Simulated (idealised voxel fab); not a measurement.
The document below concerns the process module designated voxel wiring stack.
Square cell edge 5 nm, section width 280 nm, ID cut.
Bands, listed from the top down, are how a cross-section gets written in this document; the cross-section itself is a grid of square cells, and a band is one or more rows of them.
Each band's line starts with the height of the band's top and of its bottom, in nm. Then come its materials from left to right, each with its width in nm. One material with "full width" fills the band from edge to edge. "blank" is empty space.
Beneath 0, the wafer as received is one material, and that level is where height counting begins. The lowest band goes on downward without a bottom; it is written like "top 0, no bottom".
Width spec "30 to 40" -> top row of cells at first value, bottom row at second value, equal per-row change in between.
"nothing altered" means the step left every cell of the cross-section as it was.
"Entrapped voids" contains a list of empty spaces, each no smaller than 8 cells and without an open way to the top, written in the form width x height at distance with the distance from the left edge and all three in nm.
Formally, on a step line, whatever follows the settings is a remark that the simulator itself makes on the step.
overlay nm: right-of-plan distance of the mask on a masked step; negative values mean left-of-plan.

List of planned process steps
1,op RECEIVE | material Si
2,op CONFORMAL_DEP | material SiO2 | thk nm 10
3,op CONFORMAL_DEP | material SiN | thk nm 5
4,op DIRECTIONAL_DEP | material lowk | thk nm 15
5,op DIRECTIONAL_DEP | material aC | thk nm 10
6,op PATTERN | tone open | mask id METAL_1 | material resist | width nm 25 | pitch nm 40 | thk nm 30 | overlay nm 0
7,op DIRECTIONAL_ETCH | etch materials aC | depth nm 10
8,op STRIP | etch materials resist
9,op DIRECTIONAL_ETCH | etch materials lowk | depth nm 15
10,op DIRECTIONAL_ETCH | etch materials SiN | depth nm 5
11,op STRIP | etch materials aC
12,op CONFORMAL_DEP | material TiN | thk nm 5
13,op FILL_DEP | material Cu | thk nm 5
14,op CMP | height nm 30
15,op CONFORMAL_DEP | material SiCN | thk nm 5
16,op DIRECTIONAL_DEP | material lowk | thk nm 20
17,op DIRECTIONAL_DEP | material aC | thk nm 15
18,op PATTERN | tone open | mask id PLUG_1 | material resist | width nm 15 | pitch nm 40 | thk nm 35 | overlay nm 0
19,op DIRECTIONAL_ETCH | etch materials aC | depth nm 15
20,op STRIP | etch materials resist
21,op DIRECTIONAL_ETCH | etch materials lowk | depth nm 20
22,op DIRECTIONAL_ETCH | etch materials SiCN | depth nm 5
23,op STRIP | etch materials aC
24,op CONFORMAL_DEP | material TiN | thk nm 5
25,op FILL_DEP | material Ru | thk nm 5
26,op CMP | height nm 55
27,op CONFORMAL_DEP | material SiCN | thk nm 5
28,op DIRECTIONAL_DEP | material lowk | thk nm 25
29,op MASKED_ETCH | tone open | mask id METAL_2 | width nm 25 | pitch nm 40 | etch materials lowk | depth nm 25 | overlay nm 0
30,op MASKED_ETCH | tone open | mask id METAL_2 | width nm 25 | pitch nm 40 | etch materials SiCN | depth nm 5 | overlay nm 0
31,op CONFORMAL_DEP | material TiN | thk nm 5
32,op FILL_DEP | material Cu | thk nm 5
33,op CMP | height nm 85
34,op CONFORMAL_DEP | material SiN | thk nm 5

First wafer out of two, processed as planned

Cross-section, incoming material, after step 1
  top 0, no bottom | Si full width
  Entrapped voids: none

Presented here is a cross-section of the wafer after step 2 has been performed
  top 10, bottom 0 | SiO2 full width
  For the remainder of the cross-section, below 0, there is no change.

Presented here is a cross-section of the wafer after step 3 has been performed
  top 15, bottom 10 | SiN full width
  For the remainder of the cross-section, below 10, there is no change.

Presented here is a cross-section of the wafer after step 4 has been performed
  top 30, bottom 15 | lowk full width
  For the remainder of the cross-section, below 15, there is no change.

Presented here is a cross-section of the wafer after step 5 has been performed
  top 40, bottom 30 | aC full width
  For the remainder of the cross-section, below 30, there is no change.

Presented here is a cross-section of the wafer after step 6 has been performed
  top 70, bottom 40 | resist 105, blank 25, resist 15, blank 25, resist 110
  For the remainder of the cross-section, below 40, there is no change.

Presented here is a cross-section of the wafer after step 7 has been performed
  top 60, bottom 40 | resist 105, blank 25, resist 15, blank 25, resist 110
  top 40, bottom 30 | aC 105, blank 25, aC 15, blank 25, aC 110
  For the remainder of the cross-section, below 30, there is no change.

Presented here is a cross-section of the wafer after step 8 has been performed
  top 40, bottom 30 | aC 105, blank 25, aC 15, blank 25, aC 110
  For the remainder of the cross-section, below 30, there is no change.

Presented here is a cross-section of the wafer after step 9 has been performed
  top 40, bottom 30 | aC 105, blank 25, aC 15, blank 25, aC 110
  top 30, bottom 15 | lowk 105, blank 25, lowk 15, blank 25, lowk 110
  For the remainder of the cross-section, below 15, there is no change.

Presented here is a cross-section of the wafer after step 10 has been performed
  top 40, bottom 30 | aC 105, blank 25, aC 15, blank 25, aC 110
  top 30, bottom 15 | lowk 105, blank 25, lowk 15, blank 25, lowk 110
  top 15, bottom 10 | SiN 105, blank 25, SiN 15, blank 25, SiN 110
  For the remainder of the cross-section, below 10, there is no change.

Presented here is a cross-section of the wafer after step 11 has been performed
  top 30, bottom 15 | lowk 105, blank 25, lowk 15, blank 25, lowk 110
  For the remainder of the cross-section, below 15, there is no change.

Presented here is a cross-section of the wafer after step 12 has been performed
  top 35, bottom 30 | TiN 110, blank 15, TiN 25, blank 15, TiN 115
  top 30, bottom 15 | lowk 105, TiN 5, blank 15, TiN 5, lowk 15, TiN 5, blank 15, TiN 5, lowk 110
  top 15, bottom 10 | SiN 105, TiN 25, SiN 15, TiN 25, SiN 110
  For the remainder of the cross-section, below 10, there is no change.

Presented here is a cross-section of the wafer after step 13 has been performed
  top 40, bottom 35 | Cu full width
  top 35, bottom 30 | TiN 110, Cu 15, TiN 25, Cu 15, TiN 115
  top 30, bottom 15 | lowk 105, TiN 5, Cu 15, TiN 5, lowk 15, TiN 5, Cu 15, TiN 5, lowk 110
  For the remainder of the cross-section, below 15, there is no change.

Presented here is a cross-section of the wafer after step 14 has been performed
  top 30, bottom 15 | lowk 105, TiN 5, Cu 15, TiN 5, lowk 15, TiN 5, Cu 15, TiN 5, lowk 110
  For the remainder of the cross-section, below 15, there is no change.

Presented here is a cross-section of the wafer after step 15 has been performed
  top 35, bottom 30 | SiCN full width
  For the remainder of the cross-section, below 30, there is no change.

Presented here is a cross-section of the wafer after step 16 has been performed
  top 55, bottom 35 | lowk full width
  For the remainder of the cross-section, below 35, there is no change.

Presented here is a cross-section of the wafer after step 17 has been performed
  top 70, bottom 55 | aC full width
  For the remainder of the cross-section, below 55, there is no change.

Presented here is a cross-section of the wafer after step 18 has been performed
  top 105, bottom 70 | resist 105, blank 15, resist 25, blank 15, resist 120
  For the remainder of the cross-section, below 70, there is no change.

Presented here is a cross-section of the wafer after step 19 has been performed
  top 90, bottom 70 | resist 105, blank 15, resist 25, blank 15, resist 120
  top 70, bottom 55 | aC 105, blank 15, aC 25, blank 15, aC 120
  For the remainder of the cross-section, below 55, there is no change.

Presented here is a cross-section of the wafer after step 20 has been performed
  top 70, bottom 55 | aC 105, blank 15, aC 25, blank 15, aC 120
  For the remainder of the cross-section, below 55, there is no change.

Presented here is a cross-section of the wafer after step 21 has been performed
  top 70, bottom 55 | aC 105, blank 15, aC 25, blank 15, aC 120
  top 55, bottom 35 | lowk 105, blank 15, lowk 25, blank 15, lowk 120
  For the remainder of the cross-section, below 35, there is no change.

Presented here is a cross-section of the wafer after step 22 has been performed
  top 70, bottom 55 | aC 105, blank 15, aC 25, blank 15, aC 120
  top 55, bottom 35 | lowk 105, blank 15, lowk 25, blank 15, lowk 120
  top 35, bottom 30 | SiCN 105, blank 15, SiCN 25, blank 15, SiCN 120
  For the remainder of the cross-section, below 30, there is no change.

Presented here is a cross-section of the wafer after step 23 has been performed
  top 55, bottom 35 | lowk 105, blank 15, lowk 25, blank 15, lowk 120
  For the remainder of the cross-section, below 35, there is no change.

Presented here is a cross-section of the wafer after step 24 has been performed
  top 60, bottom 55 | TiN 110, blank 5, TiN 35, blank 5, TiN 125
  top 55, bottom 35 | lowk 105, TiN 5, blank 5, TiN 5, lowk 25, TiN 5, blank 5, TiN 5, lowk 120
  top 35, bottom 30 | SiCN 105, TiN 15, SiCN 25, TiN 15, SiCN 120
  For the remainder of the cross-section, below 30, there is no change.

Presented here is a cross-section of the wafer after step 25 has been performed
  top 65, bottom 60 | Ru full width
  top 60, bottom 55 | TiN 110, Ru 5, TiN 35, Ru 5, TiN 125
  top 55, bottom 35 | lowk 105, TiN 5, Ru 5, TiN 5, lowk 25, TiN 5, Ru 5, TiN 5, lowk 120
  For the remainder of the cross-section, below 35, there is no change.

Presented here is a cross-section of the wafer after step 26 has been performed
  top 55, bottom 35 | lowk 105, TiN 5, Ru 5, TiN 5, lowk 25, TiN 5, Ru 5, TiN 5, lowk 120
  For the remainder of the cross-section, below 35, there is no change.

Presented here is a cross-section of the wafer after step 27 has been performed
  top 60, bottom 55 | SiCN full width
  For the remainder of the cross-section, below 55, there is no change.

Presented here is a cross-section of the wafer after step 28 has been performed
  top 85, bottom 60 | lowk full width
  For the remainder of the cross-section, below 60, there is no change.

Presented here is a cross-section of the wafer after step 29 has been performed
  top 85, bottom 60 | lowk 105, blank 25, lowk 15, blank 25, lowk 110
  For the remainder of the cross-section, below 60, there is no change.

Presented here is a cross-section of the wafer after step 30 has been performed
  top 85, bottom 60 | lowk 105, blank 25, lowk 15, blank 25, lowk 110
  top 60, bottom 55 | SiCN 105, blank 25, SiCN 15, blank 25, SiCN 110
  For the remainder of the cross-section, below 55, there is no change.

Presented here is a cross-section of the wafer after step 31 has been performed
  top 90, bottom 85 | TiN 110, blank 15, TiN 25, blank 15, TiN 115
  top 85, bottom 60 | lowk 105, TiN 5, blank 15, TiN 5, lowk 15, TiN 5, blank 15, TiN 5, lowk 110
  top 60, bottom 55 | SiCN 105, TiN 25, SiCN 15, TiN 25, SiCN 110
  For the remainder of the cross-section, below 55, there is no change.

Presented here is a cross-section of the wafer after step 32 has been performed
  top 95, bottom 90 | Cu full width
  top 90, bottom 85 | TiN 110, Cu 15, TiN 25, Cu 15, TiN 115
  top 85, bottom 60 | lowk 105, TiN 5, Cu 15, TiN 5, lowk 15, TiN 5, Cu 15, TiN 5, lowk 110
  For the remainder of the cross-section, below 60, there is no change.

Presented here is a cross-section of the wafer after step 33 has been performed
  top 85, bottom 60 | lowk 105, TiN 5, Cu 15, TiN 5, lowk 15, TiN 5, Cu 15, TiN 5, lowk 110
  For the remainder of the cross-section, below 60, there is no change.

Presented here is a cross-section of the wafer after step 34 has been performed
  top 90, bottom 85 | SiN full width
  For the remainder of the cross-section, below 85, there is no change.

Regarding the second of the two wafers: it shared the first wafer's starting condition and process plan, yet one error occurred during its execution. Its history coincides with that of the first wafer up to and including step 21

Here is the second wafer in cross-section at the point where step 22 of the plan should have been done
  top 70, bottom 55 | aC 105, blank 15, aC 25, blank 15, aC 120
  top 55, bottom 35 | lowk 105, blank 15, lowk 25, blank 15, lowk 120
  top 35, bottom 30 | SiCN 105, blank 15, SiCN 25, blank 15, SiCN 120
  For the remainder of the cross-section, below 30, there is no change.

Here is the second wafer in cross-section at the point where step 23 of the plan should have been done
  top 55, bottom 35 | lowk 105, blank 15, lowk 25, blank 15, lowk 120
  For the remainder of the cross-section, below 35, there is no change.

Here is the second wafer in cross-section at the point where step 24 of the plan should have been done
  top 60, bottom 55 | TiN 110, blank 5, TiN 35, blank 5, TiN 125
  top 55, bottom 35 | lowk 105, TiN 5, blank 5, TiN 5, lowk 25, TiN 5, blank 5, TiN 5, lowk 120
  top 35, bottom 30 | SiCN 105, TiN 15, SiCN 25, TiN 15, SiCN 120
  For the remainder of the cross-section, below 30, there is no change.

Here is the second wafer in cross-section at the point where step 25 of the plan should have been done
  top 65, bottom 60 | Ru full width
  top 60, bottom 55 | TiN 110, Ru 5, TiN 35, Ru 5, TiN 125
  top 55, bottom 35 | lowk 105, TiN 5, Ru 5, TiN 5, lowk 25, TiN 5, Ru 5, TiN 5, lowk 120
  For the remainder of the cross-section, below 35, there is no change.

Here is the second wafer in cross-section at the point where step 26 of the plan should have been done
  top 55, bottom 35 | lowk 105, TiN 5, Ru 5, TiN 5, lowk 25, TiN 5, Ru 5, TiN 5, lowk 120
  For the remainder of the cross-section, below 35, there is no change.

Here is the second wafer in cross-section at the point where step 27 of the plan should have been done
  top 60, bottom 55 | SiCN full width
  For the remainder of the cross-section, below 55, there is no change.

Here is the second wafer in cross-section at the point where step 28 of the plan should have been done
  top 85, bottom 60 | lowk full width
  For the remainder of the cross-section, below 60, there is no change.

Here is the second wafer in cross-section at the point where step 29 of the plan should have been done
  top 85, bottom 60 | lowk 105, blank 25, lowk 15, blank 25, lowk 110
  For the remainder of the cross-section, below 60, there is no change.

Here is the second wafer in cross-section at the point where step 30 of the plan should have been done
  top 85, bottom 60 | lowk 105, blank 25, lowk 15, blank 25, lowk 110
  top 60, bottom 55 | SiCN 105, blank 25, SiCN 15, blank 25, SiCN 110
  For the remainder of the cross-section, below 55, there is no change.

Here is the second wafer in cross-section at the point where step 31 of the plan should have been done
  top 90, bottom 85 | TiN 110, blank 15, TiN 25, blank 15, TiN 115
  top 85, bottom 60 | lowk 105, TiN 5, blank 15, TiN 5, lowk 15, TiN 5, blank 15, TiN 5, lowk 110
  top 60, bottom 55 | SiCN 105, TiN 25, SiCN 15, TiN 25, SiCN 110
  For the remainder of the cross-section, below 55, there is no change.

Here is the second wafer in cross-section at the point where step 32 of the plan should have been done
  top 95, bottom 90 | Cu full width
  top 90, bottom 85 | TiN 110, Cu 15, TiN 25, Cu 15, TiN 115
  top 85, bottom 60 | lowk 105, TiN 5, Cu 15, TiN 5, lowk 15, TiN 5, Cu 15, TiN 5, lowk 110
  For the remainder of the cross-section, below 60, there is no change.

Here is the second wafer in cross-section at the point where step 33 of the plan should have been done
  top 85, bottom 60 | lowk 105, TiN 5, Cu 15, TiN 5, lowk 15, TiN 5, Cu 15, TiN 5, lowk 110
  For the remainder of the cross-section, below 60, there is no change.

Here is the second wafer in cross-section at the point where step 34 of the plan should have been done
  top 90, bottom 85 | SiN full width
  For the remainder of the cross-section, below 85, there is no change.
Run error: twice over, step 22 of the plan was run
The two wafers wind up with the same cross-section at the end, so whatever this model computes is the same despite the mistake.
